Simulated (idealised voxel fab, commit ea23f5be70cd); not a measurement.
Herein follows the process module entitled voxel transistor to metal.
It is cross-section cut that appears here, measuring 175 nm in width, its square cells being 5 nm in size.
In what follows, cross-sections appear as grids of square cells, described through bands that run from the top down, where every band is one or more rows of cells. Top height, bottom height, nm. Materials left to right, width each, nm. Single material + "edge to edge" = fills band edge to edge. "air" = empty. Beneath 0, the wafer as received is one material, and that level is where height counting begins. The lowest band goes on downward without a bottom; it is written like "0 nm and below". Top row gets the first number, bottom row gets the second, and each row in between changes by the same step: that is how a band width like "30 to 40" works. Step marked "changes: none"? Then no cell in the cross-section changed in it. Any empty space of 8 cells or more lacking an open way to the top shows up in "Trapped cavities" as width x height at distance, distance from the left edge, in nm. after a step's settings: what the simulator itself notes on the step. The setting "overlay nm" may be written on the line of a step. When the step uses a mask, the value reports how far to the right of the planned place the mask lay, and a negative value reports that it lay to the left.
plan:
1: RECEIVE with material Si
2: OXIDIZE with depth nm 5
3: CONFORMAL_DEP with material SiN, thk nm 15
4: MASKED_ETCH with tone cover, mask id ACTIVE, width nm 125, etch materials SiN, depth nm 15, overlay nm 0
5: MASKED_ETCH with tone cover, mask id ACTIVE, width nm 125, etch materials SiO2, depth nm 5, overlay nm 0
6: MASKED_ETCH with tone cover, mask id ACTIVE, width nm 125, etch materials Si, depth nm 20, overlay nm 0
7: OXIDIZE with depth nm 5
8: FILL_DEP with material SiO2, thk nm 5
9: CMP with height nm 15
10: SELECTIVE_ETCH with etch materials SiO2, depth nm 10
11: STRIP with etch materials SiN
12: SELECTIVE_ETCH with etch materials SiO2, depth nm 5
13: OXIDIZE with depth nm 5
14: DIRECTIONAL_DEP with material polySi, thk nm 30
15: DIRECTIONAL_DEP with material SiCN, thk nm 15
16: MASKED_ETCH with tone cover, mask id GATE, width nm 25, etch materials SiCN, depth nm 25, overlay nm 0
17: MASKED_ETCH with tone cover, mask id GATE, width nm 25, etch materials polySi, depth nm 40, overlay nm 0
18: CONFORMAL_DEP with material SiN, thk nm 5
19: DIRECTIONAL_ETCH with etch materials SiN, depth nm 5
20: DIRECTIONAL_ETCH with etch materials SiO2, depth nm 5
21: DIRECTIONAL_ETCH with etch materials Si, depth nm 10
22: EPI with material nSi, thk nm 15
23: FILL_DEP with material SiO2, thk nm 5
24: CMP with height nm 25
25: STRIP with etch materials polySi
26: SELECTIVE_ETCH with etch materials SiO2, depth nm 5
27: CONFORMAL_DEP with material HfO2, thk nm 5
28: CONFORMAL_DEP with material TiN, thk nm 5
29: FILL_DEP with material W, thk nm 5
30: CMP with height nm 20
31: DIRECTIONAL_DEP with material SiO2, thk nm 15
32: DIRECTIONAL_DEP with material aC, thk nm 10
33: PATTERN with tone open, mask id CONTACT, material resist, width nm 20, pitch nm 85, thk nm 30, overlay nm 0
34: DIRECTIONAL_ETCH with etch materials aC, depth nm 10
35: STRIP with etch materials resist
36: DIRECTIONAL_ETCH with etch materials SiO2, depth nm 40
37: STRIP with etch materials aC
38: CONFORMAL_DEP with material TiN, thk nm 5
39: FILL_DEP with material W, thk nm 5
40: CMP with height nm 35
41: DIRECTIONAL_DEP with material TiN, thk nm 5
42: DIRECTIONAL_DEP with material Ru, thk nm 15
43: MASKED_ETCH with tone cover, mask id METAL_1, width nm 20, pitch nm 85, etch materials Ru, depth nm 15, overlay nm 0
44: MASKED_ETCH with tone cover, mask id METAL_1, width nm 20, pitch nm 85, etch materials TiN, depth nm 5, overlay nm 0
45: FILL_DEP with material SiO2, thk nm 10
46: CMP with height nm 55
47: CONFORMAL_DEP with material SiCN, thk nm 5
48: DIRECTIONAL_DEP with material SiO2, thk nm 25
49: MASKED_ETCH with tone open, mask id METAL_2_HOLES, width nm 15, pitch nm 85, etch materials SiO2, depth nm 25, overlay nm 0
50: DIRECTIONAL_DEP with material aC, thk nm 15
51: PATTERN with tone open, mask id METAL_2, material resist, width nm 20, pitch nm 85, thk nm 35, overlay nm 0
52: DIRECTIONAL_ETCH with etch materials aC, depth nm 15
53: STRIP with etch materials resist
54: DIRECTIONAL_ETCH with etch materials SiO2, depth nm 15
55: DIRECTIONAL_ETCH with etch materials SiCN, depth nm 5
56: STRIP with etch materials aC
57: CONFORMAL_DEP with material TiN, thk nm 5
58: FILL_DEP with material Ru, thk nm 5
59: CMP with height nm 85
60: CONFORMAL_DEP with material SiCN, thk nm 5
Delivered wafer in cross-section: state after step 1:
	0 nm and below = Si edge to edge
	Trapped cavities: none
The first of the two wafers as seen in cross-section once the module was finished; processing followed the plan:
	90 nm to 85 nm = SiCN edge to edge
	85 nm to 75 nm = SiO2=35, TiN=5, Ru=10, TiN=5, SiO2=65, TiN=5, Ru=10, TiN=5, SiO2=35
	75 nm to 70 nm = SiO2=35, TiN=5, Ru=5, TiN=10, SiO2=65, TiN=5, Ru=5, TiN=10, SiO2=35
	70 nm to 60 nm = SiO2=35, TiN=5, Ru=5, TiN=5, SiO2=70, TiN=5, Ru=5, TiN=5, SiO2=40
	60 nm to 55 nm = SiCN=35, TiN=15, SiCN=70, TiN=15, SiCN=40
	55 nm to 40 nm = SiO2=35, Ru=20, SiO2=65, Ru=20, SiO2=35
	40 nm to 35 nm = SiO2=35, TiN=20, SiO2=65, TiN=20, SiO2=35
	35 nm to 20 nm = SiO2=35, TiN=5, W=10, TiN=5, SiO2=65, TiN=5, W=10, TiN=5, SiO2=35
	20 nm to 5 nm = SiO2=35, TiN=5, W=10, TiN=5, SiO2=15, SiN=5, HfO2=5, TiN=5, W=5, TiN=5, HfO2=5, SiN=5, SiO2=15, TiN=5, W=10, TiN=5, SiO2=35
	5 nm to 0 nm = SiO2=35, TiN=5, W=10, TiN=5, nSi=15, SiN=5, HfO2=5, TiN=5, W=5, TiN=5, HfO2=5, SiN=5, nSi=15, TiN=5, W=10, TiN=5, SiO2=35
	0 nm to -5 nm = SiO2=20, SiN=5, SiO2=10, TiN=20, nSi=15, SiN=5, HfO2=5, TiN=15, HfO2=5, SiN=5, nSi=15, TiN=20, SiO2=10, SiN=5, SiO2=20
	-5 nm to -10 nm = SiO2=25, nSi=45, HfO2=35, nSi=45, SiO2=25
	-10 nm to -20 nm = SiO2=30, nSi=40, Si=35, nSi=40, SiO2=30
	-20 nm to -30 nm = SiO2=30, Si=115, SiO2=30
	-30 nm and below = Si edge to edge
	Trapped cavities: none
Cross-section at end of module for the second wafer of two, which matched the first in starting point and plan and differed by one mistake in its processing:
	90 nm to 85 nm = SiCN edge to edge
	85 nm to 75 nm = SiO2=35, TiN=5, Ru=10, TiN=5, SiO2=65, TiN=5, Ru=10, TiN=5, SiO2=35
	75 nm to 70 nm = SiO2=35, TiN=5, Ru=5, TiN=10, SiO2=65, TiN=5, Ru=5, TiN=10, SiO2=35
	70 nm to 60 nm = SiO2=35, TiN=5, Ru=5, TiN=5, SiO2=70, TiN=5, Ru=5, TiN=5, SiO2=40
	60 nm to 55 nm = SiCN=35, TiN=15, SiCN=70, TiN=15, SiCN=40
	55 nm to 40 nm = SiO2=35, Ru=20, SiO2=65, Ru=20, SiO2=35
	40 nm to 35 nm = SiO2=35, TiN=20, SiO2=65, TiN=20, SiO2=35
	35 nm to 25 nm = SiO2=35, TiN=5, W=10, TiN=5, SiO2=65, TiN=5, W=10, TiN=5, SiO2=35
	25 nm to 20 nm = SiO2=35, TiN=20, SiO2=65, TiN=20, SiO2=35
	20 nm to 10 nm = SiO2=35, TiN=5, nSi=30, SiN=5, HfO2=5, TiN=5, W=5, TiN=5, HfO2=5, SiN=5, nSi=30, TiN=5, SiO2=35
	10 nm to 0 nm = SiO2=15, nSi=55, SiN=5, HfO2=5, TiN=5, W=5, TiN=5, HfO2=5, SiN=5, nSi=55, SiO2=15
	0 nm to -5 nm = SiO2=15, nSi=5, SiN=5, nSi=45, SiN=5, HfO2=5, TiN=15, HfO2=5, SiN=5, nSi=45, SiN=5, nSi=5, SiO2=15
	-5 nm to -10 nm = SiO2=25, nSi=45, HfO2=35, nSi=45, SiO2=25
	-10 nm to -20 nm = SiO2=30, nSi=40, Si=35, nSi=40, SiO2=30
	-20 nm to -30 nm = SiO2=30, Si=115, SiO2=30
	-30 nm and below = Si edge to edge
	Trapped cavities: none
What went wrong in running the wafer? twice, step 22 of the plan was run
FYI, end of process, the second wafer has more or fewer cells of some materials than the first: SiO2: 40 fewer, TiN: 16 fewer, W: 20 fewer, nSi: 76 more
